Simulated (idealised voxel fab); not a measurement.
The following is a process module called voxel gate over fins.
In the cross-section labelled cut, the width is 280 nm and each square cell is 5 nm.
Bands, listed from the top down, are how a cross-section gets written in this document; the cross-section itself is a grid of square cells, and a band is one or more rows of them. Quick guide to a band line: top height, bottom height (nm) up front; then every material left to right with its width in nm. Only one material and it's marked "all across"? Then it fills the band edge to edge. And "empty" just means empty space. Heights are reckoned from 0. Under this level, the received wafer is all of one material. The bottommost band is open-ended downward, for example "0..down". Quick explanation for "30 to 40": the width changes in equal steps down the rows of cells, from the first number in the band's top row to the second number in its bottom row. Reading "nothing changed" for a step: not a cell of the cross-section changed in it. Look at "Sealed-off cavities" for the closed voids: empty spaces with no open path to the top, sized 8 cells or up. Each is width x height at distance, distance from the left edge, all nm. Read whatever lies past the settings on a step's line as the simulator's own remark about the step. overlay nm: on a step with a mask, how far right of its planned place the mask lay; negative means left.

Steps planned for the process
1 RECEIVE [material Si]
2 CONFORMAL_DEP [material SiN] [thk nm 5]
3 DIRECTIONAL_DEP [material aC] [thk nm 10]
4 PATTERN [tone cover] [mask id FINS] [material resist] [width nm 15] [pitch nm 45] [thk nm 25] [overlay nm 0]
5 DIRECTIONAL_ETCH [etch materials aC] [depth nm 10]
6 STRIP [etch materials resist]
7 DIRECTIONAL_ETCH [etch materials SiN] [depth nm 5]
8 DIRECTIONAL_ETCH [etch materials Si] [depth nm 30]
9 STRIP [etch materials aC]
10 FILL_DEP [material SiO2] [thk nm 10]
11 CMP [height nm 5]
12 SELECTIVE_ETCH [etch materials SiO2] [depth nm 20]
13 STRIP [etch materials SiN]
14 CONFORMAL_DEP [material HfO2] [thk nm 5]
15 CONFORMAL_DEP [material TiN] [thk nm 5]
16 CONFORMAL_DEP [material TiAl] [thk nm 5]
17 CONFORMAL_DEP [material TiN] [thk nm 5]
18 FILL_DEP [material W] [thk nm 10]
19 CMP [height nm 25]
20 CONFORMAL_DEP [material SiCN] [thk nm 10]
Among the wafers covered here, the point of difference is the thk nm at step 15; their starting state is shared, and the plan presents the value of the first wafer.

First of several wafers (as received, post step 1), cross-sectional view
0..down = Si all across
Sealed-off cavities: none

After the module's final step, step 20: the first of several wafers in cross-section
35..25 = SiCN all across
25..20 = W all across
20..15 = W 45  TiN 190  W 45
15..10 = W 45  TiN 5  TiAl 180  TiN 5  W 45
10..5 = W 45  TiN 5  TiAl 5  TiN 35  TiAl 10  TiN 35  TiAl 10  TiN 35  TiAl 10  TiN 35  TiAl 5  TiN 5  W 45
5..0 = TiN 50  TiAl 5  TiN 5  HfO2 25  TiN 5  TiAl 10  TiN 5  HfO2 25  TiN 5  TiAl 10  TiN 5  HfO2 25  TiN 5  TiAl 10  TiN 5  HfO2 25  TiN 5  TiAl 5  TiN 50
0..-5 = TiAl 55  TiN 5  HfO2 5  Si 15  HfO2 5  TiN 5  TiAl 10  TiN 5  HfO2 5  Si 15  HfO2 5  TiN 5  TiAl 10  TiN 5  HfO2 5  Si 15  HfO2 5  TiN 5  TiAl 10  TiN 5  HfO2 5  Si 15  HfO2 5  TiN 5  TiAl 55
-5..-10 = TiN 60  HfO2 5  Si 15  HfO2 5  TiN 20  HfO2 5  Si 15  HfO2 5  TiN 20  HfO2 5  Si 15  HfO2 5  TiN 20  HfO2 5  Si 15  HfO2 5  TiN 60
-10..-15 = HfO2 65  Si 15  HfO2 30  Si 15  HfO2 30  Si 15  HfO2 30  Si 15  HfO2 65
-15..-30 = SiO2 65  Si 15  SiO2 30  Si 15  SiO2 30  Si 15  SiO2 30  Si 15  SiO2 65
-30..down = Si all across
Sealed-off cavities: none

At the end of the module, the last of several wafers in cross-section
35..25 = SiCN all across
25..20 = W 30  TiN 5  TiAl 5  TiN 200  TiAl 5  TiN 5  W 30
20..15 = TiN 35  TiAl 5  TiN 200  TiAl 5  TiN 35
15..10 = TiAl 40  TiN 200  TiAl 40
10..5 = TiN all across
5..0 = TiN 60  HfO2 25  TiN 20  HfO2 25  TiN 20  HfO2 25  TiN 20  HfO2 25  TiN 60
0..-10 = TiN 60  HfO2 5  Si 15  HfO2 5  TiN 20  HfO2 5  Si 15  HfO2 5  TiN 20  HfO2 5  Si 15  HfO2 5  TiN 20  HfO2 5  Si 15  HfO2 5  TiN 60
-10..-15 = HfO2 65  Si 15  HfO2 30  Si 15  HfO2 30  Si 15  HfO2 30  Si 15  HfO2 65
-15..-30 = SiO2 65  Si 15  SiO2 30  Si 15  SiO2 30  Si 15  SiO2 30  Si 15  SiO2 65
-30..down = Si all across
Sealed-off cavities: none

End of module, by wafer: material-by-material cell gain (+) or loss (-) since receipt, then closed voids
thk nm 5, +80 HfO2, -264 Si, +112 SiCN, +132 SiO2, +80 TiAl, +142 TiN, +110 W, Sealed-off cavities: none
thk nm 10, +80 HfO2, -264 Si, +112 SiCN, +132 SiO2, +62 TiAl, +222 TiN, +48 W, Sealed-off cavities: none
thk nm 15, +80 HfO2, -264 Si, +112 SiCN, +132 SiO2, +62 TiAl, +242 TiN, +28 W, Sealed-off cavities: none
thk nm 20, +80 HfO2, -264 Si, +112 SiCN, +132 SiO2, +20 TiAl, +300 TiN, +12 W, Sealed-off cavities: none
